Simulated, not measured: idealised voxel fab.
process module | voxel ribs on slabs
cross-section cut | 140 nm wide | cells 5 nm
A cross-section is a grid of square cells, given in bands from the top down. A band is one or more rows of cells.
Each band's line starts with the height of the band's top and of its bottom, in nm. Then come its materials from left to right, each with its width in nm. One material with "throughout" fills the band from edge to edge. "air" is empty space.
Height 0 is the level under which the wafer as received is all one material. The lowest band goes on downwards, as in "0 down".
A width such as "30 to 40" changes by the same amount from each row of cells to the next, from the band's top row to its bottom row.
"no change" after a step means that no cell of the cross-section changed.
closed voids: empty space of 8 cells or more with no open way to the top, each as width x height at its distance from the left edge, in nm
after a step's settings: what the simulator itself notes on the step
overlay nm, on a step with a mask: how far to the right of its planned place the mask lay; to the left if negative
plan
1 op RECEIVE | material Si
2 op DIRECTIONAL_DEP | material SiO2 | thk nm 30
3 op DIRECTIONAL_DEP | material SiN | thk nm 20
4 op MASKED_ETCH | tone cover | mask id RIB | width nm 20 | etch materials SiN | depth nm 5 | overlay nm 0
5 op PATTERN | tone cover | mask id SLAB | material resist | width nm 50 | thk nm 15 | overlay nm 0
6 op DIRECTIONAL_ETCH | etch materials SiN | depth nm 15
7 op STRIP | etch materials resist
8 op FILL_DEP | material SiO2 | thk nm 25
9 op CMP | height nm 65
10 op DIRECTIONAL_DEP | material W | thk nm 10
11 op DIRECTIONAL_DEP | material aC | thk nm 15
12 op PATTERN | tone cover | mask id HEATER | material resist | width nm 30 | thk nm 35 | overlay nm 0
13 op DIRECTIONAL_ETCH | etch materials aC | depth nm 15
14 op STRIP | etch materials resist
15 op DIRECTIONAL_ETCH | etch materials W | depth nm 10
16 op STRIP | etch materials aC
17 op CONFORMAL_DEP | material SiN | thk nm 5
as received, after step 1
  0 down: Si throughout
  closed voids: none
first wafer at the end, as planned
  80 to 75: air 50 | SiN 40 | air 50
  75 to 70: air 50 | SiN 5 | W 30 | SiN 5 | air 50
  70 to 65: SiN 55 | W 30 | SiN 55
  65 to 50: SiO2 throughout
  50 to 45: SiO2 60 | SiN 20 | SiO2 60
  45 to 30: SiO2 45 | SiN 50 | SiO2 45
  30 to 0: SiO2 throughout
  0 down: Si throughout
  closed voids: none
second wafer at the end: like start, like plan, one mistake
  80 to 75: air 50 | SiN 40 | air 50
  75 to 70: air 50 | SiN 5 | W 30 | SiN 5 | air 50
  70 to 65: SiN 55 | W 30 | SiN 55
  65 to 50: SiO2 throughout
  50 to 45: SiO2 60 | SiN 20 | SiO2 60
  45 to 35: SiO2 45 | SiN 50 | SiO2 45
  35 to 30: SiN throughout
  30 to 0: SiO2 throughout
  0 down: Si throughout
  closed voids: none
what went wrong: step 6 ran as: op DIRECTIONAL_ETCH | etch materials SiN | depth nm 10
at the end the second wafer has, in cells: 18 more of SiN | 18 fewer of SiO2
